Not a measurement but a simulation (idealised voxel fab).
Process module heading - voxel wiring stack
Each square cell in cross-section cut measures 5 nm, and the section as a whole is 215 nm wide.
A cross-section is a grid of square cells, given in bands from the top down. A band is one or more rows of cells. Read a band's entry like this: the first values are the height of its top and the height of its bottom in nm, and what follows is the sequence of materials from left to right, each with its width in nm. Note that "empty" is empty space, and that a single material marked "everywhere" reaches across the band from edge to edge. Ref level 0: as-received wafer is one material below here. Bottom band extends down with no lower bound ("z 0 and below"). It should be noted that a width expressed as "30->40" varies in equal increments from row to row of cells within the band, taking the value of the first number at the top row and that of the second number at the bottom row. Any step labelled "remains unaltered" changed none of the cells in the cross-section. Each empty space that has no open way to the top and spans at least 8 cells appears under "Entrapped void list" as width x height at distance, the distance counted from the left edge, all in nm. It should be noted that, on the line of a given step, the content following the step's settings is a remark produced by the simulator itself with respect to that step. When a step includes a mask, the "overlay nm" setting on its line states how far to the right of its planned place that mask lay, and negative values state how far to the left.

**Planned process steps**
step 1: RECEIVE with material Si
step 2: CONFORMAL_DEP with material SiO2, thk nm 10
step 3: DIRECTIONAL_DEP with material TiN, thk nm 5
step 4: DIRECTIONAL_DEP with material Ru, thk nm 15
step 5: MASKED_ETCH with tone cover, mask id METAL_1, width nm 25, pitch nm 50, etch materials Ru, depth nm 15, overlay nm 0
step 6: MASKED_ETCH with tone cover, mask id METAL_1, width nm 25, pitch nm 50, etch materials TiN, depth nm 5, overlay nm 0
step 7: FILL_DEP with material lowk, thk nm 5
step 8: CMP with height nm 30
step 9: CONFORMAL_DEP with material SiCN, thk nm 5
step 10: DIRECTIONAL_DEP with material SiO2, thk nm 15
step 11: PATTERN with tone open, mask id PLUG_1, material resist, width nm 15, thk nm 15, overlay nm 0
step 12: DIRECTIONAL_ETCH with etch materials SiO2, depth nm 15
step 13: DIRECTIONAL_ETCH with etch materials SiCN, depth nm 5
step 14: STRIP with etch materials resist
step 15: EPI with material Ru, thk nm 10
step 16: EPI with material Ru, thk nm 10
step 17: DIRECTIONAL_DEP with material TiN, thk nm 5
step 18: DIRECTIONAL_DEP with material Ru, thk nm 20
step 19: DIRECTIONAL_DEP with material aC, thk nm 15
step 20: PATTERN with tone cover, mask id METAL_2, material resist, width nm 25, pitch nm 50, thk nm 35, overlay nm 0
step 21: DIRECTIONAL_ETCH with etch materials aC, depth nm 15
step 22: STRIP with etch materials resist
step 23: DIRECTIONAL_ETCH with etch materials Ru, depth nm 20
step 24: DIRECTIONAL_ETCH with etch materials TiN, depth nm 5
step 25: STRIP with etch materials aC
step 26: CONFORMAL_DEP with material SiN, thk nm 5
step 27: FILL_DEP with material SiO2, thk nm 5
step 28: CMP with height nm 75
step 29: CONFORMAL_DEP with material SiCN, thk nm 5
step 30: DIRECTIONAL_DEP with material lowk, thk nm 10
step 31: MASKED_ETCH with tone open, mask id PLUG_2, width nm 15, pitch nm 50, etch materials lowk, depth nm 10, overlay nm 0
step 32: MASKED_ETCH with tone open, mask id PLUG_2, width nm 15, pitch nm 50, etch materials SiCN, depth nm 5, overlay nm 0
step 33: CONFORMAL_DEP with material TiN, thk nm 5
step 34: FILL_DEP with material Ru, thk nm 10
step 35: CMP with height nm 90
step 36: CONFORMAL_DEP with material SiCN, thk nm 5
step 37: DIRECTIONAL_DEP with material SiO2, thk nm 20
step 38: PATTERN with tone open, mask id METAL_3, material resist, width nm 25, pitch nm 50, thk nm 15, overlay nm 0
step 39: DIRECTIONAL_ETCH with etch materials SiO2, depth nm 20
step 40: DIRECTIONAL_ETCH with etch materials SiCN, depth nm 5
step 41: STRIP with etch materials resist
step 42: CONFORMAL_DEP with material TiN, thk nm 5
step 43: FILL_DEP with material W, thk nm 10
step 44: CMP with height nm 115
step 45: EPI with material Ru, thk nm 5
step 46: FILL_DEP with material SiCN, thk nm 5
step 47: DIRECTIONAL_DEP with material lowk, thk nm 30
step 48: DIRECTIONAL_DEP with material aC, thk nm 10
step 49: PATTERN with tone open, mask id METAL_4_HOLES, material resist, width nm 15, thk nm 30, overlay nm 0
step 50: DIRECTIONAL_ETCH with etch materials aC, depth nm 10
step 51: STRIP with etch materials resist
step 52: DIRECTIONAL_ETCH with etch materials lowk, depth nm 30
step 53: STRIP with etch materials aC
step 54: DIRECTIONAL_DEP with material aC, thk nm 10
step 55: PATTERN with tone open, mask id METAL_4, material resist, width nm 25, pitch nm 50, thk nm 25, overlay nm 0
step 56: DIRECTIONAL_ETCH with etch materials aC, depth nm 10
step 57: STRIP with etch materials resist
step 58: DIRECTIONAL_ETCH with etch materials lowk, depth nm 15
step 59: DIRECTIONAL_ETCH with etch materials SiCN, depth nm 5
step 60: STRIP with etch materials aC
step 61: CONFORMAL_DEP with material TiN, thk nm 5
step 62: FILL_DEP with material Cu, thk nm 5
step 63: CMP with height nm 155
step 64: CONFORMAL_DEP with material SiN, thk nm 5

**Cross-section of the wafer as it came to us, i.e., already through step 1**
- z 0 and below | Si everywhere
- Entrapped void list: none

**This is how the wafer looks in cross-section once the module is done, given the starting state and plan above and one mistake in carrying the plan out**
- z 160 to 155 | SiN everywhere
- z 155 to 145 | 70 lowk, then 5 TiN, then 20 Cu, then 5 TiN, then 25 lowk, then 5 TiN, then 15 Cu, then 5 TiN, then 65 lowk
- z 145 to 140 | 70 lowk, then 5 TiN, then 5 Cu, then 20 TiN, then 25 lowk, then 25 TiN, then 65 lowk
- z 140 to 130 | 70 lowk, then 5 TiN, then 5 Cu, then 5 TiN, then 130 lowk
- z 130 to 125 | 70 lowk, then 15 TiN, then 130 lowk
- z 125 to 120 | 75 SiCN, then 10 TiN, then 130 SiCN
- z 120 to 115 | 65 SiCN, then 35 Ru, then 15 SiCN, then 35 Ru, then 65 SiCN
- z 115 to 95 | 70 SiO2, then 5 TiN, then 15 W, then 5 TiN, then 25 SiO2, then 5 TiN, then 15 W, then 5 TiN, then 70 SiO2
- z 95 to 90 | 70 SiCN, then 25 TiN, then 25 SiCN, then 25 TiN, then 70 SiCN
- z 90 to 80 | 70 lowk, then 5 TiN, then 5 Ru, then 5 TiN, then 35 lowk, then 5 TiN, then 5 Ru, then 5 TiN, then 80 lowk
- z 80 to 75 | 70 SiCN, then 15 TiN, then 35 SiCN, then 15 TiN, then 80 SiCN
- z 75 to 55 | 65 SiO2, then 5 SiN, then 25 Ru, then 5 SiN, then 15 SiO2, then 5 SiN, then 25 Ru, then 5 SiN, then 65 SiO2
- z 55 to 50 | 70 SiN, then 25 TiN, then 25 SiN, then 25 TiN, then 70 SiN
- z 50 to 35 | 70 SiO2, then 15 Ru, then 130 SiO2
- z 35 to 30 | 70 SiCN, then 15 Ru, then 130 SiCN
- z 30 to 15 | 70 lowk, then 25 Ru, then 25 lowk, then 25 Ru, then 70 lowk
- z 15 to 10 | 70 lowk, then 25 TiN, then 25 lowk, then 25 TiN, then 70 lowk
- z 10 to 0 | SiO2 everywhere
- z 0 and below | Si everywhere
- Entrapped void list: none
The mistake made against the process plan was this: off-plan run, step 55, actual operation and settings PATTERN with tone open, mask id METAL_4, material resist, width nm 25, pitch nm 50, thk nm 25, overlay nm 5
